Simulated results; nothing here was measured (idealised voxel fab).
Process module, titled voxel self aligned contacts
Square cells of 5 nm make up the cross-section cut, whose width is 250 nm.
A cross-section is a grid of square cells, given in bands from the top down. A band is one or more rows of cells. Heads up on the band format: heights come first, top then bottom, in nm. After that it's the materials left to right, each with its width in nm. A single material flagged "edge to edge" fills the whole band edge to edge, and "air" means there's empty space there. Below 0: as-received wafer, all one material; heights counted from there. Lowest band: no bottom, goes on down, written "0 and below". A width such as "30->40" changes by the same amount from each row of cells to the next, from the band's top row to its bottom row. It should be understood that the words "no change occurred", when stated for a given step, signify that the cross-section underwent no change in any of its cells during that step. "Fully sealed cavities" lists enclosed empty spaces (at least 8 cells, no open path upward to the top), each as width x height at distance from the left edge, in nm. Whatever follows a step's settings on its line is a remark the simulator itself makes about that step. overlay nm: where the mask lay relative to plan, measured to the right, on steps with a mask; negatives go left. Note on reading: below, each pair holds a cross-section from before one process step and one from after it; the one from after shows only down to the lowest band that changed. Beneath the pair, the step in between is stated along with its settings. The pairs can stem from different runs of this module on the same starting wafer. Where a pair's entry headed "State before step" says so, and only there, that pair continues from the pair above it.
### State before step
> 50 down to 30: air (40); SiN (45); air (15); SiN (45); air (15); SiN (45); air (45)
> 30 down to 20: air (35); SiN (55); air (5); SiN (55); air (5); SiN (55); air (40)
> 20 down to 10: air (35); SiN (10); polySi (35); SiN (10); air (5); SiN (10); polySi (35); SiN (10); air (5); SiN (10); polySi (35); SiN (10); air (40)
> 10 down to 0: SiN (45); polySi (35); SiN (25); polySi (35); SiN (25); polySi (35); SiN (50)
> 0 down to -5: SiO2 edge to edge
> -5 and below: Si edge to edge
> Fully sealed cavities: none
### Sectional View, Post-Process
> 40 down to 20: air (40); SiN (45); air (15); SiN (45); air (15); SiN (45); air (45)
> 20 down to 0: air (35); SiN (10); polySi (35); SiN (10); air (5); SiN (10); polySi (35); SiN (10); air (5); SiN (10); polySi (35); SiN (10); air (40)
> Heights below 0 show no change.
> Fully sealed cavities: none
Before/after cross-sections above; step in between: DIRECTIONAL_ETCH with etch materials SiN, depth nm 10
State before step: nothing new to draw here, it's the after view of the pair just above.
### Sectional View, Post-Process
> 50 down to 40: SiO2 edge to edge
> 40 down to 20: SiO2 (40); SiN (45); SiO2 (15); SiN (45); SiO2 (15); SiN (45); SiO2 (45)
> 20 down to 0: SiO2 (35); SiN (10); polySi (35); SiN (10); SiO2 (5); SiN (10); polySi (35); SiN (10); SiO2 (5); SiN (10); polySi (35); SiN (10); SiO2 (40)
> Heights below 0 show no change.
> Fully sealed cavities: none
Before/after cross-sections above; step in between: FILL_DEP with material SiO2, thk nm 10
State before step: nothing new to draw here, it's the after view of the pair just above.
### Sectional View, Post-Process
> 45 down to 40: SiO2 edge to edge
> Heights below 40 show no change.
> Fully sealed cavities: none
Before/after cross-sections above; step in between: CMP with height nm 45
State before step: nothing new to draw here, it's the after view of the pair just above.
### Sectional View, Post-Process
> 45 down to 40: SiO2 (70); air (45); SiO2 (15); air (45); SiO2 (75)
> 40 down to 20: SiO2 (40); SiN (45); air (15); SiN (45); air (15); SiN (45); SiO2 (45)
> 20 down to 0: SiO2 (35); SiN (10); polySi (35); SiN (10); air (5); SiN (10); polySi (35); SiN (10); air (5); SiN (10); polySi (35); SiN (10); SiO2 (40)
> 0 down to -5: SiO2 (90); air (5); SiO2 (55); air (5); SiO2 (95)
> Heights below -5 show no change.
> Fully sealed cavities: none
Before/after cross-sections above; step in between: MASKED_ETCH with tone open, mask id CONTACT, width nm 45, pitch nm 60, etch materials SiO2, depth nm 50, overlay nm 0
State before step: nothing new to draw here, it's the after view of the pair just above.
### Sectional View, Post-Process
> 50 down to 45: TiN (75); air (35); TiN (25); air (35); TiN (80)
> 45 down to 40: SiO2 (70); TiN (20); air (5); TiN (20); SiO2 (15); TiN (20); air (5); TiN (20); SiO2 (75)
> 40 down to 25: SiO2 (40); SiN (45); TiN (5); air (5); TiN (5); SiN (45); TiN (5); air (5); TiN (5); SiN (45); SiO2 (45)
> 25 down to 20: SiO2 (40); SiN (45); TiN (15); SiN (45); TiN (15); SiN (45); SiO2 (45)
> 20 down to 0: SiO2 (35); SiN (10); polySi (35); SiN (10); TiN (5); SiN (10); polySi (35); SiN (10); TiN (5); SiN (10); polySi (35); SiN (10); SiO2 (40)
> 0 down to -5: SiO2 (90); TiN (5); SiO2 (55); TiN (5); SiO2 (95)
> Heights below -5 show no change.
> Fully sealed cavities: none
Before/after cross-sections above; step in between: CONFORMAL_DEP with material TiN, thk nm 5
State before step: nothing new to draw here, it's the after view of the pair just above.
### Sectional View, Post-Process
> 60 down to 50: Ru edge to edge
> 50 down to 45: TiN (75); Ru (35); TiN (25); Ru (35); TiN (80)
> 45 down to 40: SiO2 (70); TiN (20); Ru (5); TiN (20); SiO2 (15); TiN (20); Ru (5); TiN (20); SiO2 (75)
> 40 down to 25: SiO2 (40); SiN (45); TiN (5); Ru (5); TiN (5); SiN (45); TiN (5); Ru (5); TiN (5); SiN (45); SiO2 (45)
> Heights below 25 show no change.
> Fully sealed cavities: none
Before/after cross-sections above; step in between: FILL_DEP with material Ru, thk nm 10
State before step: nothing new to draw here, it's the after view of the pair just above.
### Sectional View, Post-Process
> 45 down to 40: SiO2 (70); TiN (20); Ru (5); TiN (20); SiO2 (15); TiN (20); Ru (5); TiN (20); SiO2 (75)
> Heights below 40 show no change.
> Fully sealed cavities: none
Before/after cross-sections above; step in between: CMP with height nm 45
State before step: nothing new to draw here, it's the after view of the pair just above.
### Sectional View, Post-Process
> 50 down to 45: SiCN edge to edge
> Heights below 45 show no change.
> Fully sealed cavities: none
Before/after cross-sections above; step in between: CONFORMAL_DEP with material SiCN, thk nm 5
### State before step
> 40 down to 20: SiN edge to edge
> 20 down to 0: polySi edge to edge
> 0 down to -5: SiO2 edge to edge
> -5 and below: Si edge to edge
> Fully sealed cavities: none
### Sectional View, Post-Process
> 40 down to 20: air (60); SiN (25); air (35); SiN (25); air (35); SiN (25); air (45)
> Heights below 20 show no change.
> Fully sealed cavities: none
Before/after cross-sections above; step in between: MASKED_ETCH with tone cover, mask id GATE, width nm 25, pitch nm 60, etch materials SiN, depth nm 20, overlay nm 10
State before step: nothing new to draw here, it's the after view of the pair just above.
### Sectional View, Post-Process
> 40 down to 20: air (60); SiN (25); air (35); SiN (25); air (35); SiN (25); air (45)
> 20 down to 0: air (50); polySi (35); air (25); polySi (35); air (25); polySi (35); air (45)
> Heights below 0 show no change.
> Fully sealed cavities: none
Before/after cross-sections above; step in between: MASKED_ETCH with tone cover, mask id GATE, width nm 25, pitch nm 60, etch materials polySi, depth nm 20, overlay nm 0
State before step: nothing new to draw here, it's the after view of the pair just above.
### Sectional View, Post-Process
> 50 down to 30: air (50); SiN (45); air (15); SiN (45); air (15); SiN (45); air (35)
> 30 down to 20: air (40); SiN (55); air (5); SiN (55); air (5); SiN (55); air (35)
> 20 down to 10: air (40); SiN (10); polySi (35); SiN (10); air (5); SiN (10); polySi (35); SiN (10); air (5); SiN (10); polySi (35); SiN (10); air (35)
> 10 down to 0: SiN (50); polySi (35); SiN (25); polySi (35); SiN (25); polySi (35); SiN (45)
> Heights below 0 show no change.
> Fully sealed cavities: none
Before/after cross-sections above; step in between: CONFORMAL_DEP with material SiN, thk nm 10
State before step: nothing new to draw here, it's the after view of the pair just above.
### Sectional View, Post-Process
> 40 down to 20: air (50); SiN (45); air (15); SiN (45); air (15); SiN (45); air (35)
> 20 down to 0: air (40); SiN (10); polySi (35); SiN (10); air (5); SiN (10); polySi (35); SiN (10); air (5); SiN (10); polySi (35); SiN (10); air (35)
> Heights below 0 show no change.
> Fully sealed cavities: none
Before/after cross-sections above; step in between: DIRECTIONAL_ETCH with etch materials SiN, depth nm 10
State before step: nothing new to draw here, it's the after view of the pair just above.
### Sectional View, Post-Process
> 50 down to 40: SiO2 edge to edge
> 40 down to 20: SiO2 (50); SiN (45); SiO2 (15); SiN (45); SiO2 (15); SiN (45); SiO2 (35)
> 20 down to 0: SiO2 (40); SiN (10); polySi (35); SiN (10); SiO2 (5); SiN (10); polySi (35); SiN (10); SiO2 (5); SiN (10); polySi (35); SiN (10); SiO2 (35)
> Heights below 0 show no change.
> Fully sealed cavities: none
Before/after cross-sections above; step in between: FILL_DEP with material SiO2, thk nm 10
State before step: nothing new to draw here, it's the after view of the pair just above.
### Sectional View, Post-Process
> 45 down to 40: SiO2 edge to edge
> Heights below 40 show no change.
> Fully sealed cavities: none
Before/after cross-sections above; step in between: CMP with height nm 45
State before step: nothing new to draw here, it's the after view of the pair just above.
### Sectional View, Post-Process
> 45 down to 40: SiO2 (70); air (45); SiO2 (15); air (45); SiO2 (75)
> 40 down to 20: SiO2 (50); SiN (45); air (15); SiN (45); air (15); SiN (45); SiO2 (35)
> 20 down to 0: SiO2 (40); SiN (10); polySi (35); SiN (10); air (5); SiN (10); polySi (35); SiN (10); air (5); SiN (10); polySi (35); SiN (10); SiO2 (35)
> 0 down to -5: SiO2 (95); air (5); SiO2 (55); air (5); SiO2 (90)
> Heights below -5 show no change.
> Fully sealed cavities: none
Before/after cross-sections above; step in between: MASKED_ETCH with tone open, mask id CONTACT, width nm 45, pitch nm 60, etch materials SiO2, depth nm 50, overlay nm 0
State before step: nothing new to draw here, it's the after view of the pair just above.
### Sectional View, Post-Process
> 50 down to 45: TiN (75); air (35); TiN (25); air (35); TiN (80)
> 45 down to 40: SiO2 (70); TiN (30); air (5); TiN (10); SiO2 (15); TiN (30); air (5); TiN (10); SiO2 (75)
> 40 down to 25: SiO2 (50); SiN (45); TiN (5); air (5); TiN (5); SiN (45); TiN (5); air (5); TiN (5); SiN (45); SiO2 (35)
> 25 down to 20: SiO2 (50); SiN (45); TiN (15); SiN (45); TiN (15); SiN (45); SiO2 (35)
> 20 down to 0: SiO2 (40); SiN (10); polySi (35); SiN (10); TiN (5); SiN (10); polySi (35); SiN (10); TiN (5); SiN (10); polySi (35); SiN (10); SiO2 (35)
> 0 down to -5: SiO2 (95); TiN (5); SiO2 (55); TiN (5); SiO2 (90)
> Heights below -5 show no change.
> Fully sealed cavities: none
Before/after cross-sections above; step in between: CONFORMAL_DEP with material TiN, thk nm 5
State before step: nothing new to draw here, it's the after view of the pair just above.
### Sectional View, Post-Process
> 60 down to 50: Ru edge to edge
> 50 down to 45: TiN (75); Ru (35); TiN (25); Ru (35); TiN (80)
> 45 down to 40: SiO2 (70); TiN (30); Ru (5); TiN (10); SiO2 (15); TiN (30); Ru (5); TiN (10); SiO2 (75)
> 40 down to 25: SiO2 (50); SiN (45); TiN (5); Ru (5); TiN (5); SiN (45); TiN (5); Ru (5); TiN (5); SiN (45); SiO2 (35)
> Heights below 25 show no change.
> Fully sealed cavities: none
Before/after cross-sections above; step in between: FILL_DEP with material Ru, thk nm 10
State before step: nothing new to draw here, it's the after view of the pair just above.
### Sectional View, Post-Process
> 45 down to 40: SiO2 (70); TiN (30); Ru (5); TiN (10); SiO2 (15); TiN (30); Ru (5); TiN (10); SiO2 (75)
> Heights below 40 show no change.
> Fully sealed cavities: none
Before/after cross-sections above; step in between: CMP with height nm 45
State before step: nothing new to draw here, it's the after view of the pair just above.
### Sectional View, Post-Process
> 50 down to 45: SiCN edge to edge
> Heights below 45 show no change.
> Fully sealed cavities: none
Before/after cross-sections above; step in between: CONFORMAL_DEP with material SiCN, thk nm 5
### State before step
> 40 down to 0: polySi edge to edge
> 0 down to -5: SiO2 edge to edge
> -5 and below: Si edge to edge
> Fully sealed cavities: none
### Sectional View, Post-Process
> 40 down to 20: air (50); polySi (25); air (35); polySi (25); air (35); polySi (25); air (55)
> Heights below 20 show no change.
> Fully sealed cavities: none
Before/after cross-sections above; step in between: MASKED_ETCH with tone cover, mask id GATE, width nm 25, pitch nm 60, etch materials polySi, depth nm 20, overlay nm 0
State before step: nothing new to draw here, it's the after view of the pair just above.
### Sectional View, Post-Process
> 50 down to 40: air (40); SiN (45); air (15); SiN (45); air (15); SiN (45); air (45)
> 40 down to 30: air (40); SiN (10); polySi (25); SiN (10); air (15); SiN (10); polySi (25); SiN (10); air (15); SiN (10); polySi (25); SiN (10); air (45)
> 30 down to 20: SiN (50); polySi (25); SiN (35); polySi (25); SiN (35); polySi (25); SiN (55)
> Heights below 20 show no change.
> Fully sealed cavities: none
Before/after cross-sections above; step in between: CONFORMAL_DEP with material SiN, thk nm 10
State before step: nothing new to draw here, it's the after view of the pair just above.
### Sectional View, Post-Process
> 40 down to 20: air (40); SiN (10); polySi (25); SiN (10); air (15); SiN (10); polySi (25); SiN (10); air (15); SiN (10); polySi (25); SiN (10); air (45)
> Heights below 20 show no change.
> Fully sealed cavities: none
Before/after cross-sections above; step in between: DIRECTIONAL_ETCH with etch materials SiN, depth nm 10
State before step: nothing new to draw here, it's the after view of the pair just above.
### Sectional View, Post-Process
> 50 down to 40: SiO2 edge to edge
> 40 down to 20: SiO2 (40); SiN (10); polySi (25); SiN (10); SiO2 (15); SiN (10); polySi (25); SiN (10); SiO2 (15); SiN (10); polySi (25); SiN (10); SiO2 (45)
> Heights below 20 show no change.
> Fully sealed cavities: none
Before/after cross-sections above; step in between: FILL_DEP with material SiO2, thk nm 10
State before step: nothing new to draw here, it's the after view of the pair just above.
### Sectional View, Post-Process
> 45 down to 40: SiO2 edge to edge
> Heights below 40 show no change.
> Fully sealed cavities: none
Before/after cross-sections above; step in between: CMP with height nm 45
State before step: nothing new to draw here, it's the after view of the pair just above.
### Sectional View, Post-Process
> 45 down to 40: SiO2 (70); air (45); SiO2 (15); air (45); SiO2 (75)
> 40 down to 20: SiO2 (40); SiN (10); polySi (25); SiN (10); air (15); SiN (10); polySi (25); SiN (10); air (15); SiN (10); polySi (25); SiN (10); SiO2 (45)
> Heights below 20 show no change.
> Fully sealed cavities: none
Before/after cross-sections above; step in between: MASKED_ETCH with tone open, mask id CONTACT, width nm 45, pitch nm 60, etch materials SiO2, depth nm 50, overlay nm 0
State before step: nothing new to draw here, it's the after view of the pair just above.
### Sectional View, Post-Process
> 50 down to 45: TiN (75); air (35); TiN (25); air (35); TiN (80)
> 45 down to 40: SiO2 (70); TiN (20); air (5); TiN (20); SiO2 (15); TiN (20); air (5); TiN (20); SiO2 (75)
> 40 down to 25: SiO2 (40); SiN (10); polySi (25); SiN (10); TiN (5); air (5); TiN (5); SiN (10); polySi (25); SiN (10); TiN (5); air (5); TiN (5); SiN (10); polySi (25); SiN (10); SiO2 (45)
> 25 down to 20: SiO2 (40); SiN (10); polySi (25); SiN (10); TiN (15); SiN (10); polySi (25); SiN (10); TiN (15); SiN (10); polySi (25); SiN (10); SiO2 (45)
> Heights below 20 show no change.
> Fully sealed cavities: none
Before/after cross-sections above; step in between: CONFORMAL_DEP with material TiN, thk nm 5
State before step: nothing new to draw here, it's the after view of the pair just above.
### Sectional View, Post-Process
> 60 down to 50: Ru edge to edge
> 50 down to 45: TiN (75); Ru (35); TiN (25); Ru (35); TiN (80)
> 45 down to 40: SiO2 (70); TiN (20); Ru (5); TiN (20); SiO2 (15); TiN (20); Ru (5); TiN (20); SiO2 (75)
> 40 down to 25: SiO2 (40); SiN (10); polySi (25); SiN (10); TiN (5); Ru (5); TiN (5); SiN (10); polySi (25); SiN (10); TiN (5); Ru (5); TiN (5); SiN (10); polySi (25); SiN (10); SiO2 (45)
> Heights below 25 show no change.
> Fully sealed cavities: none
Before/after cross-sections above; step in between: FILL_DEP with material Ru, thk nm 10
State before step: nothing new to draw here, it's the after view of the pair just above.
### Sectional View, Post-Process
> 45 down to 40: SiO2 (70); TiN (20); Ru (5); TiN (20); SiO2 (15); TiN (20); Ru (5); TiN (20); SiO2 (75)
> Heights below 40 show no change.
> Fully sealed cavities: none
Before/after cross-sections above; step in between: CMP with height nm 45
State before step: nothing new to draw here, it's the after view of the pair just above.
### Sectional View, Post-Process
> 50 down to 45: SiCN edge to edge
> Heights below 45 show no change.
> Fully sealed cavities: none
Before/after cross-sections above; step in between: CONFORMAL_DEP with material SiCN, thk nm 5
### State before step
> 40 down to 20: SiN edge to edge
> 20 down to 0: polySi edge to edge
> 0 down to -5: SiO2 edge to edge
> -5 and below: Si edge to edge
> Fully sealed cavities: none
### Sectional View, Post-Process
> 40 down to 20: SiN (50); air (25); SiN (35); air (25); SiN (35); air (25); SiN (55)
> Heights below 20 show no change.
> Fully sealed cavities: none
Before/after cross-sections above; step in between: MASKED_ETCH with tone open, mask id GATE, width nm 25, pitch nm 60, etch materials SiN, depth nm 20, overlay nm 0
State before step: nothing new to draw here, it's the after view of the pair just above.
### Sectional View, Post-Process
> 50 down to 30: SiN (60); air (5); SiN (55); air (5); SiN (55); air (5); SiN (65)
> 30 down to 20: SiN edge to edge
> Heights below 20 show no change.
> Fully sealed cavities: none
Before/after cross-sections above; step in between: CONFORMAL_DEP with material SiN, thk nm 10
State before step: nothing new to draw here, it's the after view of the pair just above.
### Sectional View, Post-Process
> 40 down to 20: SiN (60); air (5); SiN (55); air (5); SiN (55); air (5); SiN (65)
> Heights below 20 show no change.
> Fully sealed cavities: none
Before/after cross-sections above; step in between: DIRECTIONAL_ETCH with etch materials SiN, depth nm 10
State before step: nothing new to draw here, it's the after view of the pair just above.
### Sectional View, Post-Process
> 50 down to 40: SiO2 edge to edge
> 40 down to 20: SiN (60); SiO2 (5); SiN (55); SiO2 (5); SiN (55); SiO2 (5); SiN (65)
> Heights below 20 show no change.
> Fully sealed cavities: none
Before/after cross-sections above; step in between: FILL_DEP with material SiO2, thk nm 10
State before step: nothing new to draw here, it's the after view of the pair just above.
### Sectional View, Post-Process
> 45 down to 40: SiO2 edge to edge
> Heights below 40 show no change.
> Fully sealed cavities: none
Before/after cross-sections above; step in between: CMP with height nm 45
State before step: nothing new to draw here, it's the after view of the pair just above.
### Sectional View, Post-Process
> 45 down to 40: SiO2 (70); air (45); SiO2 (15); air (45); SiO2 (75)
> Heights below 40 show no change.
> Fully sealed cavities: none
Before/after cross-sections above; step in between: MASKED_ETCH with tone open, mask id CONTACT, width nm 45, pitch nm 60, etch materials SiO2, depth nm 50, overlay nm 0
State before step: nothing new to draw here, it's the after view of the pair just above.
### Sectional View, Post-Process
> 50 down to 45: TiN (75); air (35); TiN (25); air (35); TiN (80)
> 45 down to 40: SiO2 (70); TiN (45); SiO2 (15); TiN (45); SiO2 (75)
> Heights below 40 show no change.
> Fully sealed cavities: none
Before/after cross-sections above; step in between: CONFORMAL_DEP with material TiN, thk nm 5
State before step: nothing new to draw here, it's the after view of the pair just above.
### Sectional View, Post-Process
> 60 down to 50: Ru edge to edge
> 50 down to 45: TiN (75); Ru (35); TiN (25); Ru (35); TiN (80)
> Heights below 45 show no change.
> Fully sealed cavities: none
Before/after cross-sections above; step in between: FILL_DEP with material Ru, thk nm 10
State before step: nothing new to draw here, it's the after view of the pair just above.
### Sectional View, Post-Process
> 45 down to 40: SiO2 (70); TiN (45); SiO2 (15); TiN (45); SiO2 (75)
> Heights below 40 show no change.
> Fully sealed cavities: none
Before/after cross-sections above; step in between: CMP with height nm 45
State before step: nothing new to draw here, it's the after view of the pair just above.
### Sectional View, Post-Process
> 50 down to 45: SiCN edge to edge
> Heights below 45 show no change.
> Fully sealed cavities: none
Before/after cross-sections above; step in between: CONFORMAL_DEP with material SiCN, thk nm 5
